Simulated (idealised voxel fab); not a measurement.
This is a process module. Its name is voxel released beams.
In the cross-section labelled cut, the width is 220 nm and each square cell is 5 nm.
When this document writes out a cross-section, it uses a grid of square cells and lists it as bands, beginning at the top and moving down, with a band standing for one or more rows of cells.
Heights first: top, then bottom, in nm. Then materials, left to right, each with a width in nm. "full width" on a single material: fills the band edge to edge. "air": empty space.
Height 0 is the level under which the wafer as received is all one material. The lowest band goes on downwards, as in "0 -> down".
The width entry "30..40" should be interpreted row by row: the top row of cells in the band takes the first number, the bottom row takes the second number, and the change between adjacent rows is uniform throughout.
"remained the same" after a step means that no cell of the cross-section changed.
"Enclosed voids" contains a list of empty spaces, each no smaller than 8 cells and without an open way to the top, written in the form width x height at distance with the distance from the left edge and all three in nm.
Anything after a step's settings on that line? It's the simulator's own note about the step.
overlay nm: step with mask; distance mask lay right of planned place; negative value = left of planned place.

**This section lists the process steps that were planned**
step 1: op RECEIVE | material Si
step 2: op CONFORMAL_DEP | material SiN | thk nm 5
step 3: op DIRECTIONAL_DEP | material SiO2 | thk nm 15
step 4: op DIRECTIONAL_DEP | material aC | thk nm 15
step 5: op PATTERN | tone open | mask id ANCHOR | material resist | width nm 30 | thk nm 30 | overlay nm 0
step 6: op DIRECTIONAL_ETCH | etch materials aC | depth nm 15
step 7: op STRIP | etch materials resist
step 8: op DIRECTIONAL_ETCH | etch materials SiO2 | depth nm 15
step 9: op STRIP | etch materials aC
step 10: op CONFORMAL_DEP | material W | thk nm 10
step 11: op DIRECTIONAL_DEP | material aC | thk nm 10
step 12: op PATTERN | tone cover | mask id BEAM | material resist | width nm 95 | thk nm 25 | overlay nm 0
step 13: op DIRECTIONAL_ETCH | etch materials aC | depth nm 10
step 14: op STRIP | etch materials resist
step 15: op DIRECTIONAL_ETCH | etch materials W | depth nm 10
step 16: op STRIP | etch materials aC
step 17: op STRIP | etch materials SiO2
Heads up: all these wafers start the same, and what changes between them is the width nm in step 12. The value you see in the plan is just what the first wafer got.

**As received, i.e. after step 1: cross-section through the first of several wafers**
	0 -> down = Si full width
	Enclosed voids: none

**Here is how to read the rows: every wafer has a row, and it shows the wafer at the end of the module, giving for each material how many cells were gained (+) or lost (-) since the wafer was received, then listing its closed voids**
width nm 95; +44 SiN; +50 W; Enclosed voids: none
width nm 100; +44 SiN; +52 W; Enclosed voids: none
width nm 105; +44 SiN; +54 W; Enclosed voids: none
width nm 110; +44 SiN; +56 W; Enclosed voids: none
width nm 115; +44 SiN; +58 W; Enclosed voids: none
width nm 120; +44 SiN; +60 W; Enclosed voids: none
